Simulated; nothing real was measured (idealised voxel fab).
Process module name: voxel capacitor over wiring
Cross-section cut: width 240 nm, square cells of 5 nm.
Reading order for cross-sections: top band down to bottom band. Underlying form: a grid of square cells. Band size: one or more rows of cells.
Top height, bottom height, nm. Materials left to right, width each, nm. Single material + "throughout" = fills band edge to edge. "empty" = empty.
Below 0: as-received wafer, all one material; heights counted from there. Lowest band: no bottom, goes on down, written "from 0 down".
The two numbers in a width such as "30 to 40" mark its ends across the band: the first belongs to the top row of cells, the second to the bottom row, and from each row to the next the width moves by the same amount.
"same as before" for a step: no cell of the cross-section changed in that step.
Empty spaces without an open route to the top, at least 8 cells in extent, make up the entry "Unvented voids"; each is given as width x height at distance, where the distance is measured from the left edge, and all are in nm.
Formally, on a step line, whatever follows the settings is a remark that the simulator itself makes on the step.
You can add "overlay nm" to a step's line. For a step with a mask, it describes how far the mask lay to the right of its planned position, and a negative number describes a lay to the left.
Heads up before you read on: it's before/after pairs around one process step each, after side only down to the lowest band that changed, step plus settings under the pair. Pairs can be from different runs of this module, same starting wafer, so only chain a pair onto the one above if its "Pre-step section" entry says so.

PRE-STEP SECTION
* from 90 to 75 | SiO2 85  empty 15  SiO2 140
* from 75 to 70 | SiO2 75  TiN 65  SiO2 100
* from 70 to 65 | SiO2 75  SiN 65  SiO2 100
* from 65 to 60 | SiO2 70  TiN 75  SiO2 95
* from 60 to 40 | SiO2 75  Ru 15  SiO2 150
* from 40 to 35 | SiCN 75  Ru 15  SiCN 150
* from 35 to 30 | SiO2 60  TiN 30  SiO2 60  TiN 30  SiO2 60
* from 30 to 0 | SiO2 throughout
* from 0 down | Si throughout
* Unvented voids: none

AFTER
* from 95 to 90 | TiN 90  empty 5  TiN 145
* from 90 to 80 | SiO2 85  TiN 5  empty 5  TiN 5  SiO2 140
* from 80 to 70 | SiO2 85 to 75  TiN 15 to 65  SiO2 140 to 100
* At heights below 70, the structure remains unaltered.
* Unvented voids: none
The structure goes from the before cross-section above to the after cross-section through CONFORMAL_DEP,material TiN,thk nm 5

Pre-step section: The initial state for this step is given by the after cross-section of the immediately preceding pair.

AFTER
* from 100 to 95 | W throughout
* from 95 to 90 | TiN 90  W 5  TiN 145
* from 90 to 80 | SiO2 85  TiN 5  W 5  TiN 5  SiO2 140
* At heights below 80, the structure remains unaltered.
* Unvented voids: none
The structure goes from the before cross-section above to the after cross-section through FILL_DEP,material W,thk nm 5

Pre-step section: The initial state for this step is given by the after cross-section of the immediately preceding pair.

AFTER
* from 90 to 80 | SiO2 85  TiN 5  W 5  TiN 5  SiO2 140
* At heights below 80, the structure remains unaltered.
* Unvented voids: none
The structure goes from the before cross-section above to the after cross-section through CMP,height nm 90

Pre-step section: The initial state for this step is given by the after cross-section of the immediately preceding pair.

AFTER
* from 95 to 90 | SiCN throughout
* At heights below 90, the structure remains unaltered.
* Unvented voids: none
The structure goes from the before cross-section above to the after cross-section through CONFORMAL_DEP,material SiCN,thk nm 5

PRE-STEP SECTION
* from 65 to 60 | TiN throughout
* from 60 to 40 | SiO2 75  Ru 15  SiO2 150
* from 40 to 35 | SiCN 75  Ru 15  SiCN 150
* from 35 to 20 | SiO2 60  W 30  SiO2 60  W 30  SiO2 60
* from 20 to 15 | SiO2 60  TiN 30  SiO2 60  TiN 30  SiO2 60
* from 15 to 0 | SiO2 throughout
* from 0 down | Si throughout
* Unvented voids: none

AFTER
* from 70 to 60 | TiN throughout
* At heights below 60, the structure remains unaltered.
* Unvented voids: none
The structure goes from the before cross-section above to the after cross-section through DIRECTIONAL_DEP,material TiN,thk nm 5

Pre-step section: The initial state for this step is given by the after cross-section of the immediately preceding pair.

AFTER
* from 75 to 70 | SiN throughout
* At heights below 70, the structure remains unaltered.
* Unvented voids: none
The structure goes from the before cross-section above to the after cross-section through DIRECTIONAL_DEP,material SiN,thk nm 5

Pre-step section: The initial state for this step is given by the after cross-section of the immediately preceding pair.

AFTER
* from 75 to 70 | empty 75  SiN 65  empty 100
* At heights below 70, the structure remains unaltered.
* Unvented voids: none
The structure goes from the before cross-section above to the after cross-section through MASKED_ETCH,tone cover,mask id UPPER_PLATE,width nm 65,etch materials SiN,depth nm 5,overlay nm 0

Pre-step section: The initial state for this step is given by the after cross-section of the immediately preceding pair.

AFTER
* from 75 to 70 | empty 75  SiN 65  empty 100
* from 70 to 65 | empty 70  TiN 75  empty 95
* At heights below 65, the structure remains unaltered.
* Unvented voids: none
The structure goes from the before cross-section above to the after cross-section through MASKED_ETCH,tone cover,mask id LOWER_PLATE,width nm 75,etch materials TiN,depth nm 5,overlay nm 0

Pre-step section: The initial state for this step is given by the after cross-section of the immediately preceding pair.

AFTER
* from 95 to 75 | SiO2 throughout
* from 75 to 70 | SiO2 75  SiN 65  SiO2 100
* from 70 to 65 | SiO2 70  TiN 75  SiO2 95
* At heights below 65, the structure remains unaltered.
* Unvented voids: none
The structure goes from the before cross-section above to the after cross-section through FILL_DEP,material SiO2,thk nm 20

Pre-step section: The initial state for this step is given by the after cross-section of the immediately preceding pair.

AFTER
* from 90 to 75 | SiO2 throughout
* At heights below 75, the structure remains unaltered.
* Unvented voids: none
The structure goes from the before cross-section above to the after cross-section through CMP,height nm 90

Pre-step section: The initial state for this step is given by the after cross-section of the immediately preceding pair.

AFTER
* from 100 to 90 | aC throughout
* At heights below 90, the structure remains unaltered.
* Unvented voids: none
The structure goes from the before cross-section above to the after cross-section through DIRECTIONAL_DEP,material aC,thk nm 10

Pre-step section: The initial state for this step is given by the after cross-section of the immediately preceding pair.

AFTER
* from 130 to 100 | resist 85  empty 15  resist 140
* At heights below 100, the structure remains unaltered.
* Unvented voids: none
The structure goes from the before cross-section above to the after cross-section through PATTERN,tone open,mask id PLUG_2,material resist,width nm 15,thk nm 30,overlay nm 0

Pre-step section: The initial state for this step is given by the after cross-section of the immediately preceding pair.

AFTER
* from 120 to 100 | resist 85  empty 15  resist 140
* from 100 to 90 | aC 85  empty 15  aC 140
* At heights below 90, the structure remains unaltered.
* Unvented voids: none
The structure goes from the before cross-section above to the after cross-section through DIRECTIONAL_ETCH,etch materials aC,depth nm 10

Pre-step section: The initial state for this step is given by the after cross-section of the immediately preceding pair.

AFTER
* from 100 to 90 | aC 85  empty 15  aC 140
* At heights below 90, the structure remains unaltered.
* Unvented voids: none
The structure goes from the before cross-section above to the after cross-section through STRIP,etch materials resist

Pre-step section: The initial state for this step is given by the after cross-section of the immediately preceding pair.

AFTER
* from 100 to 90 | aC 85  empty 15  aC 140
* from 90 to 75 | SiO2 85  empty 15  SiO2 140
* At heights below 75, the structure remains unaltered.
* Unvented voids: none
The structure goes from the before cross-section above to the after cross-section through DIRECTIONAL_ETCH,etch materials SiO2,depth nm 15

Pre-step section: The initial state for this step is given by the after cross-section of the immediately preceding pair.

AFTER
* from 90 to 75 | SiO2 85  empty 15  SiO2 140
* At heights below 75, the structure remains unaltered.
* Unvented voids: none
The structure goes from the before cross-section above to the after cross-section through STRIP,etch materials aC

Pre-step section: The initial state for this step is given by the after cross-section of the immediately preceding pair.

AFTER
* from 95 to 90 | TiN 90  empty 5  TiN 145
* from 90 to 80 | SiO2 85  TiN 5  empty 5  TiN 5  SiO2 140
* from 80 to 75 | SiO2 85  TiN 15  SiO2 140
* At heights below 75, the structure remains unaltered.
* Unvented voids: none
The structure goes from the before cross-section above to the after cross-section through CONFORMAL_DEP,material TiN,thk nm 5

Pre-step section: The initial state for this step is given by the after cross-section of the immediately preceding pair.

AFTER
* from 100 to 95 | W throughout
* from 95 to 90 | TiN 90  W 5  TiN 145
* from 90 to 80 | SiO2 85  TiN 5  W 5  TiN 5  SiO2 140
* At heights below 80, the structure remains unaltered.
* Unvented voids: none
The structure goes from the before cross-section above to the after cross-section through FILL_DEP,material W,thk nm 5

Pre-step section: The initial state for this step is given by the after cross-section of the immediately preceding pair.

AFTER
* from 90 to 80 | SiO2 85  TiN 5  W 5  TiN 5  SiO2 140
* At heights below 80, the structure remains unaltered.
* Unvented voids: none
The structure goes from the before cross-section above to the after cross-section through CMP,height nm 90

Pre-step section: The initial state for this step is given by the after cross-section of the immediately preceding pair.

AFTER
* from 95 to 90 | SiCN throughout
* At heights below 90, the structure remains unaltered.
* Unvented voids: none
The structure goes from the before cross-section above to the after cross-section through CONFORMAL_DEP,material SiCN,thk nm 5

PRE-STEP SECTION
* from 0 down | Si throughout
* Unvented voids: none

AFTER
* from 20 to 0 | SiO2 throughout
* At heights below 0, the structure remains unaltered.
* Unvented voids: none
The structure goes from the before cross-section above to the after cross-section through CONFORMAL_DEP,material SiO2,thk nm 20

Pre-step section: The initial state for this step is given by the after cross-section of the immediately preceding pair.

AFTER
* from 25 to 20 | TiN throughout
* At heights below 20, the structure remains unaltered.
* Unvented voids: none
The structure goes from the before cross-section above to the after cross-section through DIRECTIONAL_DEP,material TiN,thk nm 5

Pre-step section: The initial state for this step is given by the after cross-section of the immediately preceding pair.

AFTER
* from 40 to 25 | W throughout
* At heights below 25, the structure remains unaltered.
* Unvented voids: none
The structure goes from the before cross-section above to the after cross-section through DIRECTIONAL_DEP,material W,thk nm 15

Pre-step section: The initial state for this step is given by the after cross-section of the immediately preceding pair.

AFTER
* from 40 to 25 | empty 60  W 30  empty 60  W 30  empty 60
* At heights below 25, the structure remains unaltered.
* Unvented voids: none
The structure goes from the before cross-section above to the after cross-section through MASKED_ETCH,tone cover,mask id METAL_1,width nm 30,pitch nm 90,etch materials W,depth nm 15,overlay nm 0

Pre-step section: The initial state for this step is given by the after cross-section of the immediately preceding pair.

AFTER
* from 40 to 25 | empty 60  W 30  empty 60  W 30  empty 60
* from 25 to 20 | empty 60  TiN 30  empty 60  TiN 30  empty 60
* At heights below 20, the structure remains unaltered.
* Unvented voids: none
The structure goes from the before cross-section above to the after cross-section through MASKED_ETCH,tone cover,mask id METAL_1,width nm 30,pitch nm 90,etch materials TiN,depth nm 5,overlay nm 0

Pre-step section: The initial state for this step is given by the after cross-section of the immediately preceding pair.

AFTER
* from 45 to 40 | SiO2 throughout
* from 40 to 25 | SiO2 60  W 30  SiO2 60  W 30  SiO2 60
* from 25 to 20 | SiO2 60  TiN 30  SiO2 60  TiN 30  SiO2 60
* At heights below 20, the structure remains unaltered.
* Unvented voids: none
The structure goes from the before cross-section above to the after cross-section through FILL_DEP,material SiO2,thk nm 5

Pre-step section: The initial state for this step is given by the after cross-section of the immediately preceding pair.

AFTER
* from 35 to 25 | SiO2 60  W 30  SiO2 60  W 30  SiO2 60
* At heights below 25, the structure remains unaltered.
* Unvented voids: none
The structure goes from the before cross-section above to the after cross-section through CMP,height nm 35

Pre-step section: The initial state for this step is given by the after cross-section of the immediately preceding pair.

AFTER
* from 40 to 35 | SiCN throughout
* At heights below 35, the structure remains unaltered.
* Unvented voids: none
The structure goes from the before cross-section above to the after cross-section through CONFORMAL_DEP,material SiCN,thk nm 5

Pre-step section: The initial state for this step is given by the after cross-section of the immediately preceding pair.

AFTER
* from 60 to 40 | SiO2 throughout
* At heights below 40, the structure remains unaltered.
* Unvented voids: none
The structure goes from the before cross-section above to the after cross-section through DIRECTIONAL_DEP,material SiO2,thk nm 20

Pre-step section: The initial state for this step is given by the after cross-section of the immediately preceding pair.

AFTER
* from 70 to 60 | aC throughout
* At heights below 60, the structure remains unaltered.
* Unvented voids: none
The structure goes from the before cross-section above to the after cross-section through DIRECTIONAL_DEP,material aC,thk nm 10

Pre-step section: The initial state for this step is given by the after cross-section of the immediately preceding pair.

AFTER
* from 100 to 70 | resist 75  empty 15  resist 150
* At heights below 70, the structure remains unaltered.
* Unvented voids: none
The structure goes from the before cross-section above to the after cross-section through PATTERN,tone open,mask id PLUG_1,material resist,width nm 15,thk nm 30,overlay nm 0

Pre-step section: The initial state for this step is given by the after cross-section of the immediately preceding pair.

AFTER
* from 90 to 70 | resist 75  empty 15  resist 150
* from 70 to 60 | aC 75  empty 15  aC 150
* At heights below 60, the structure remains unaltered.
* Unvented voids: none
The structure goes from the before cross-section above to the after cross-section through DIRECTIONAL_ETCH,etch materials aC,depth nm 10

Pre-step section: The initial state for this step is given by the after cross-section of the immediately preceding pair.

AFTER
* from 70 to 60 | aC 75  empty 15  aC 150
* At heights below 60, the structure remains unaltered.
* Unvented voids: none
The structure goes from the before cross-section above to the after cross-section through STRIP,etch materials resist

Pre-step section: The initial state for this step is given by the after cross-section of the immediately preceding pair.

AFTER
* from 70 to 60 | aC 75  empty 15  aC 150
* from 60 to 40 | SiO2 75  empty 15  SiO2 150
* At heights below 40, the structure remains unaltered.
* Unvented voids: none
The structure goes from the before cross-section above to the after cross-section through DIRECTIONAL_ETCH,etch materials SiO2,depth nm 20

Pre-step section: The initial state for this step is given by the after cross-section of the immediately preceding pair.

AFTER
* from 70 to 60 | aC 75  empty 15  aC 150
* from 60 to 40 | SiO2 75  empty 15  SiO2 150
* from 40 to 35 | SiCN 75  empty 15  SiCN 150
* At heights below 35, the structure remains unaltered.
* Unvented voids: none
The structure goes from the before cross-section above to the after cross-section through DIRECTIONAL_ETCH,etch materials SiCN,depth nm 5

Pre-step section: The initial state for this step is given by the after cross-section of the immediately preceding pair.

AFTER
* from 60 to 40 | SiO2 75  empty 15  SiO2 150
* At heights below 40, the structure remains unaltered.
* Unvented voids: none
The structure goes from the before cross-section above to the after cross-section through STRIP,etch materials aC

Pre-step section: The initial state for this step is given by the after cross-section of the immediately preceding pair.

AFTER
* from 60 to 45 | SiO2 75  empty 15  SiO2 150
* from 45 to 40 | SiO2 75  Ru 15  SiO2 150
* from 40 to 35 | SiCN 75  Ru 15  SiCN 150
* At heights below 35, the structure remains unaltered.
* Unvented voids: none
The structure goes from the before cross-section above to the after cross-section through EPI,material Ru,thk nm 10

Pre-step section: The initial state for this step is given by the after cross-section of the immediately preceding pair.

AFTER
* from 60 to 55 | SiO2 75  empty 15  SiO2 150
* from 55 to 40 | SiO2 75  Ru 15  SiO2 150
* At heights below 40, the structure remains unaltered.
* Unvented voids: none
The structure goes from the before cross-section above to the after cross-section through EPI,material Ru,thk nm 10

Pre-step section: The initial state for this step is given by the after cross-section of the immediately preceding pair.

AFTER
* from 60 to 40 | SiO2 75  Ru 15  SiO2 150
* At heights below 40, the structure remains unaltered.
* Unvented voids: none
The structure goes from the before cross-section above to the after cross-section through EPI,material Ru,thk nm 5

Pre-step section: The initial state for this step is given by the after cross-section of the immediately preceding pair.

AFTER
* from 65 to 60 | TiN throughout
* At heights below 60, the structure remains unaltered.
* Unvented voids: none
The structure goes from the before cross-section above to the after cross-section through DIRECTIONAL_DEP,material TiN,thk nm 5

Pre-step section: The initial state for this step is given by the after cross-section of the immediately preceding pair.

AFTER
* from 70 to 65 | SiN throughout
* At heights below 65, the structure remains unaltered.
* Unvented voids: none
The structure goes from the before cross-section above to the after cross-section through DIRECTIONAL_DEP,material SiN,thk nm 5

Pre-step section: The initial state for this step is given by the after cross-section of the immediately preceding pair.

AFTER
* from 75 to 70 | TiN throughout
* At heights below 70, the structure remains unaltered.
* Unvented voids: none
The structure goes from the before cross-section above to the after cross-section through DIRECTIONAL_DEP,material TiN,thk nm 5

Pre-step section: The initial state for this step is given by the after cross-section of the immediately preceding pair.

AFTER
* from 75 to 70 | empty 75  TiN 65  empty 100
* At heights below 70, the structure remains unaltered.
* Unvented voids: none
The structure goes from the before cross-section above to the after cross-section through MASKED_ETCH,tone cover,mask id UPPER_PLATE,width nm 65,etch materials TiN,depth nm 5,overlay nm 0

Pre-step section: The initial state for this step is given by the after cross-section of the immediately preceding pair.

AFTER
* from 75 to 70 | empty 75  TiN 65  empty 100
* from 70 to 65 | empty 75  SiN 65  empty 100
* At heights below 65, the structure remains unaltered.
* Unvented voids: none
The structure goes from the before cross-section above to the after cross-section through MASKED_ETCH,tone cover,mask id UPPER_PLATE,width nm 65,etch materials SiN,depth nm 5,overlay nm 0

Pre-step section: The initial state for this step is given by the after cross-section of the immediately preceding pair.

AFTER
* from 75 to 70 | empty 75  TiN 65  empty 100
* from 70 to 65 | empty 75  SiN 65  empty 100
* from 65 to 60 | empty 70  TiN 75  empty 95
* At heights below 60, the structure remains unaltered.
* Unvented voids: none
The structure goes from the before cross-section above to the after cross-section through MASKED_ETCH,tone cover,mask id LOWER_PLATE,width nm 75,etch materials TiN,depth nm 5,overlay nm 0

Pre-step section: The initial state for this step is given by the after cross-section of the immediately preceding pair.

AFTER
* from 95 to 75 | SiO2 throughout
* from 75 to 70 | SiO2 75  TiN 65  SiO2 100
* from 70 to 65 | SiO2 75  SiN 65  SiO2 100
* from 65 to 60 | SiO2 70  TiN 75  SiO2 95
* At heights below 60, the structure remains unaltered.
* Unvented voids: none
The structure goes from the before cross-section above to the after cross-section through FILL_DEP,material SiO2,thk nm 20

Pre-step section: The initial state for this step is given by the after cross-section of the immediately preceding pair.

AFTER
* from 90 to 75 | SiO2 throughout
* At heights below 75, the structure remains unaltered.
* Unvented voids: none
The structure goes from the before cross-section above to the after cross-section through CMP,height nm 90

Pre-step section: The initial state for this step is given by the after cross-section of the immediately preceding pair.

AFTER
* from 100 to 90 | aC throughout
* At heights below 90, the structure remains unaltered.
* Unvented voids: none
The structure goes from the before cross-section above to the after cross-section through DIRECTIONAL_DEP,material aC,thk nm 10

Pre-step section: The initial state for this step is given by the after cross-section of the immediately preceding pair.

AFTER
* from 130 to 100 | resist 85  empty 15  resist 140
* At heights below 100, the structure remains unaltered.
* Unvented voids: none
The structure goes from the before cross-section above to the after cross-section through PATTERN,tone open,mask id PLUG_2,material resist,width nm 15,thk nm 30,overlay nm 0

Pre-step section: The initial state for this step is given by the after cross-section of the immediately preceding pair.

AFTER
* from 120 to 100 | resist 85  empty 15  resist 140
* from 100 to 90 | aC 85  empty 15  aC 140
* At heights below 90, the structure remains unaltered.
* Unvented voids: none
The structure goes from the before cross-section above to the after cross-section through DIRECTIONAL_ETCH,etch materials aC,depth nm 10

Pre-step section: The initial state for this step is given by the after cross-section of the immediately preceding pair.

AFTER
* from 100 to 90 | aC 85  empty 15  aC 140
* At heights below 90, the structure remains unaltered.
* Unvented voids: none
The structure goes from the before cross-section above to the after cross-section through STRIP,etch materials resist

Pre-step section: The initial state for this step is given by the after cross-section of the immediately preceding pair.

AFTER
* from 100 to 90 | aC 85  empty 15  aC 140
* from 90 to 75 | SiO2 85  empty 15  SiO2 140
* At heights below 75, the structure remains unaltered.
* Unvented voids: none
The structure goes from the before cross-section above to the after cross-section through DIRECTIONAL_ETCH,etch materials SiO2,depth nm 15

Pre-step section: The initial state for this step is given by the after cross-section of the immediately preceding pair.

AFTER
* from 90 to 75 | SiO2 85  empty 15  SiO2 140
* At heights below 75, the structure remains unaltered.
* Unvented voids: none
The structure goes from the before cross-section above to the after cross-section through STRIP,etch materials aC

Pre-step section: The initial state for this step is given by the after cross-section of the immediately preceding pair.

AFTER
* from 95 to 90 | TiN 90  empty 5  TiN 145
* from 90 to 80 | SiO2 85  TiN 5  empty 5  TiN 5  SiO2 140
* from 80 to 70 | SiO2 85 to 75  TiN 15 to 65  SiO2 140 to 100
* At heights below 70, the structure remains unaltered.
* Unvented voids: none
The structure goes from the before cross-section above to the after cross-section through CONFORMAL_DEP,material TiN,thk nm 5

Pre-step section: The initial state for this step is given by the after cross-section of the immediately preceding pair.

AFTER
* from 100 to 95 | W throughout
* from 95 to 90 | TiN 90  W 5  TiN 145
* from 90 to 80 | SiO2 85  TiN 5  W 5  TiN 5  SiO2 140
* At heights below 80, the structure remains unaltered.
* Unvented voids: none
The structure goes from the before cross-section above to the after cross-section through FILL_DEP,material W,thk nm 5

Pre-step section: The initial state for this step is given by the after cross-section of the immediately preceding pair.

AFTER
* from 90 to 80 | SiO2 85  TiN 5  W 5  TiN 5  SiO2 140
* At heights below 80, the structure remains unaltered.
* Unvented voids: none
The structure goes from the before cross-section above to the after cross-section through CMP,height nm 90

Pre-step section: The initial state for this step is given by the after cross-section of the immediately preceding pair.

AFTER
* from 95 to 90 | SiCN throughout
* At heights below 90, the structure remains unaltered.
* Unvented voids: none
The structure goes from the before cross-section above to the after cross-section through CONFORMAL_DEP,material SiCN,thk nm 5

PRE-STEP SECTION
* from 100 to 90 | aC throughout
* from 90 to 75 | SiO2 throughout
* from 75 to 70 | SiO2 75  TiN 65  SiO2 100
* from 70 to 65 | SiO2 75  SiN 65  SiO2 100
* from 65 to 60 | SiO2 70  TiN 75  SiO2 95
* from 60 to 40 | SiO2 75  Ru 15  SiO2 150
* from 40 to 35 | SiCN 75  Ru 15  SiCN 150
* from 35 to 20 | SiO2 60  W 30  SiO2 60  W 30  SiO2 60
* from 20 to 15 | SiO2 60  TiN 30  SiO2 60  TiN 30  SiO2 60
* from 15 to 0 | SiO2 throughout
* from 0 down | Si throughout
* Unvented voids: none

AFTER
* from 130 to 100 | resist 85  empty 20  resist 135
* At heights below 100, the structure remains unaltered.
* Unvented voids: none
The structure goes from the before cross-section above to the after cross-section through PATTERN,tone open,mask id PLUG_2,material resist,width nm 20,thk nm 30,overlay nm 0

Pre-step section: The initial state for this step is given by the after cross-section of the immediately preceding pair.

AFTER
* from 120 to 100 | resist 85  empty 20  resist 135
* from 100 to 90 | aC 85  empty 20  aC 135
* At heights below 90, the structure remains unaltered.
* Unvented voids: none
The structure goes from the before cross-section above to the after cross-section through DIRECTIONAL_ETCH,etch materials aC,depth nm 10

Pre-step section: The initial state for this step is given by the after cross-section of the immediately preceding pair.

AFTER
* from 100 to 90 | aC 85  empty 20  aC 135
* At heights below 90, the structure remains unaltered.
* Unvented voids: none
The structure goes from the before cross-section above to the after cross-section through STRIP,etch materials resist

Pre-step section: The initial state for this step is given by the after cross-section of the immediately preceding pair.

AFTER
* from 100 to 90 | aC 85  empty 20  aC 135
* from 90 to 75 | SiO2 85  empty 20  SiO2 135
* At heights below 75, the structure remains unaltered.
* Unvented voids: none
The structure goes from the before cross-section above to the after cross-section through DIRECTIONAL_ETCH,etch materials SiO2,depth nm 15

Pre-step section: The initial state for this step is given by the after cross-section of the immediately preceding pair.

AFTER
* from 90 to 75 | SiO2 85  empty 20  SiO2 135
* At heights below 75, the structure remains unaltered.
* Unvented voids: none
The structure goes from the before cross-section above to the after cross-section through STRIP,etch materials aC

Pre-step section: The initial state for this step is given by the after cross-section of the immediately preceding pair.

AFTER
* from 95 to 90 | TiN 90  empty 10  TiN 140
* from 90 to 80 | SiO2 85  TiN 5  empty 10  TiN 5  SiO2 135
* from 80 to 70 | SiO2 85 to 75  TiN 20 to 65  SiO2 135 to 100
* At heights below 70, the structure remains unaltered.
* Unvented voids: none
The structure goes from the before cross-section above to the after cross-section through CONFORMAL_DEP,material TiN,thk nm 5

Pre-step section: The initial state for this step is given by the after cross-section of the immediately preceding pair.

AFTER
* from 100 to 95 | W throughout
* from 95 to 90 | TiN 90  W 10  TiN 140
* from 90 to 80 | SiO2 85  TiN 5  W 10  TiN 5  SiO2 135
* At heights below 80, the structure remains unaltered.
* Unvented voids: none
The structure goes from the before cross-section above to the after cross-section through FILL_DEP,material W,thk nm 5

Pre-step section: The initial state for this step is given by the after cross-section of the immediately preceding pair.

AFTER
* from 90 to 80 | SiO2 85  TiN 5  W 10  TiN 5  SiO2 135
* At heights below 80, the structure remains unaltered.
* Unvented voids: none
The structure goes from the before cross-section above to the after cross-section through CMP,height nm 90

Pre-step section: The initial state for this step is given by the after cross-section of the immediately preceding pair.

AFTER
* from 95 to 90 | SiCN throughout
* At heights below 90, the structure remains unaltered.
* Unvented voids: none
The structure goes from the before cross-section above to the after cross-section through CONFORMAL_DEP,material SiCN,thk nm 5

PRE-STEP SECTION
* from 75 to 70 | TiN throughout
* from 70 to 65 | SiN throughout
* from 65 to 60 | TiN throughout
* from 60 to 40 | SiO2 75  Ru 15  SiO2 150
* from 40 to 35 | SiCN 75  Ru 15  SiCN 150
* from 35 to 20 | SiO2 60  W 30  SiO2 60  W 30  SiO2 60
* from 20 to 15 | SiO2 60  TiN 30  SiO2 60  TiN 30  SiO2 60
* from 15 to 0 | SiO2 throughout
* from 0 down | Si throughout
* Unvented voids: none

AFTER
* from 75 to 70 | empty 85  TiN 65  empty 90
* At heights below 70, the structure remains unaltered.
* Unvented voids: none
The structure goes from the before cross-section above to the after cross-section through MASKED_ETCH,tone cover,mask id UPPER_PLATE,width nm 65,etch materials TiN,depth nm 5,overlay nm 10

Pre-step section: The initial state for this step is given by the after cross-section of the immediately preceding pair.

AFTER
* from 75 to 70 | empty 85  TiN 65  empty 90
* from 70 to 65 | empty 75  SiN 75  empty 90
* At heights below 65, the structure remains unaltered.
* Unvented voids: none
The structure goes from the before cross-section above to the after cross-section through MASKED_ETCH,tone cover,mask id UPPER_PLATE,width nm 65,etch materials SiN,depth nm 5,overlay nm 0

Pre-step section: The initial state for this step is given by the after cross-section of the immediately preceding pair.

AFTER
* from 75 to 70 | empty 85  TiN 60  empty 95
* from 70 to 65 | empty 75  SiN 75  empty 90
* from 65 to 60 | empty 70  TiN 80  empty 90
* At heights below 60, the structure remains unaltered.
* Unvented voids: none
The structure goes from the before cross-section above to the after cross-section through MASKED_ETCH,tone cover,mask id LOWER_PLATE,width nm 75,etch materials TiN,depth nm 5,overlay nm 0

Pre-step section: The initial state for this step is given by the after cross-section of the immediately preceding pair.

AFTER
* from 95 to 75 | SiO2 throughout
* from 75 to 70 | SiO2 85  TiN 60  SiO2 95
* from 70 to 65 | SiO2 75  SiN 75  SiO2 90
* from 65 to 60 | SiO2 70  TiN 80  SiO2 90
* At heights below 60, the structure remains unaltered.
* Unvented voids: none
The structure goes from the before cross-section above to the after cross-section through FILL_DEP,material SiO2,thk nm 20

Pre-step section: The initial state for this step is given by the after cross-section of the immediately preceding pair.

AFTER
* from 90 to 75 | SiO2 throughout
* At heights below 75, the structure remains unaltered.
* Unvented voids: none
The structure goes from the before cross-section above to the after cross-section through CMP,height nm 90

Pre-step section: The initial state for this step is given by the after cross-section of the immediately preceding pair.

AFTER
* from 100 to 90 | aC throughout
* At heights below 90, the structure remains unaltered.
* Unvented voids: none
The structure goes from the before cross-section above to the after cross-section through DIRECTIONAL_DEP,material aC,thk nm 10

Pre-step section: The initial state for this step is given by the after cross-section of the immediately preceding pair.

AFTER
* from 130 to 100 | resist 85  empty 15  resist 140
* At heights below 100, the structure remains unaltered.
* Unvented voids: none
The structure goes from the before cross-section above to the after cross-section through PATTERN,tone open,mask id PLUG_2,material resist,width nm 15,thk nm 30,overlay nm 0

Pre-step section: The initial state for this step is given by the after cross-section of the immediately preceding pair.

AFTER
* from 120 to 100 | resist 85  empty 15  resist 140
* from 100 to 90 | aC 85  empty 15  aC 140
* At heights below 90, the structure remains unaltered.
* Unvented voids: none
The structure goes from the before cross-section above to the after cross-section through DIRECTIONAL_ETCH,etch materials aC,depth nm 10

Pre-step section: The initial state for this step is given by the after cross-section of the immediately preceding pair.

AFTER
* from 100 to 90 | aC 85  empty 15  aC 140
* At heights below 90, the structure remains unaltered.
* Unvented voids: none
The structure goes from the before cross-section above to the after cross-section through STRIP,etch materials resist

Pre-step section: The initial state for this step is given by the after cross-section of the immediately preceding pair.

AFTER
* from 100 to 90 | aC 85  empty 15  aC 140
* from 90 to 75 | SiO2 85  empty 15  SiO2 140
* At heights below 75, the structure remains unaltered.
* Unvented voids: none
The structure goes from the before cross-section above to the after cross-section through DIRECTIONAL_ETCH,etch materials SiO2,depth nm 15

Pre-step section: The initial state for this step is given by the after cross-section of the immediately preceding pair.

AFTER
* from 90 to 75 | SiO2 85  empty 15  SiO2 140
* At heights below 75, the structure remains unaltered.
* Unvented voids: none
The structure goes from the before cross-section above to the after cross-section through STRIP,etch materials aC

Pre-step section: The initial state for this step is given by the after cross-section of the immediately preceding pair.

AFTER
* from 95 to 90 | TiN 90  empty 5  TiN 145
* from 90 to 80 | SiO2 85  TiN 5  empty 5  TiN 5  SiO2 140
* from 80 to 70 | SiO2 85  TiN 15 to 60  SiO2 140 to 95
* At heights below 70, the structure remains unaltered.
* Unvented voids: none
The structure goes from the before cross-section above to the after cross-section through CONFORMAL_DEP,material TiN,thk nm 5

Pre-step section: The initial state for this step is given by the after cross-section of the immediately preceding pair.

AFTER
* from 100 to 95 | W throughout
* from 95 to 90 | TiN 90  W 5  TiN 145
* from 90 to 80 | SiO2 85  TiN 5  W 5  TiN 5  SiO2 140
* At heights below 80, the structure remains unaltered.
* Unvented voids: none
The structure goes from the before cross-section above to the after cross-section through FILL_DEP,material W,thk nm 5

Pre-step section: The initial state for this step is given by the after cross-section of the immediately preceding pair.

AFTER
* from 90 to 80 | SiO2 85  TiN 5  W 5  TiN 5  SiO2 140
* At heights below 80, the structure remains unaltered.
* Unvented voids: none
The structure goes from the before cross-section above to the after cross-section through CMP,height nm 90

Pre-step section: The initial state for this step is given by the after cross-section of the immediately preceding pair.

AFTER
* from 95 to 90 | SiCN throughout
* At heights below 90, the structure remains unaltered.
* Unvented voids: none
The structure goes from the before cross-section above to the after cross-section through CONFORMAL_DEP,material SiCN,thk nm 5

PRE-STEP SECTION
* from 35 to 20 | empty 60  W 30  empty 60  W 30  empty 60
* from 20 to 15 | empty 60  TiN 30  empty 60  TiN 30  empty 60
* from 15 to 0 | SiO2 throughout
* from 0 down | Si throughout
* Unvented voids: none

AFTER
* from 40 to 35 | SiCN throughout
* from 35 to 20 | SiCN 60  W 30  SiCN 60  W 30  SiCN 60
* from 20 to 15 | SiCN 60  TiN 30  SiCN 60  TiN 30  SiCN 60
* At heights below 15, the structure remains unaltered.
* Unvented voids: none
The structure goes from the before cross-section above to the after cross-section through FILL_DEP,material SiCN,thk nm 5

Pre-step section: The initial state for this step is given by the after cross-section of the immediately preceding pair.

AFTER
* from 35 to 20 | SiCN 60  W 30  SiCN 60  W 30  SiCN 60
* At heights below 20, the structure remains unaltered.
* Unvented voids: none
The structure goes from the before cross-section above to the after cross-section through CMP,height nm 35

Pre-step section: The initial state for this step is given by the after cross-section of the immediately preceding pair.

AFTER
* from 40 to 35 | SiCN throughout
* At heights below 35, the structure remains unaltered.
* Unvented voids: none
The structure goes from the before cross-section above to the after cross-section through CONFORMAL_DEP,material SiCN,thk nm 5
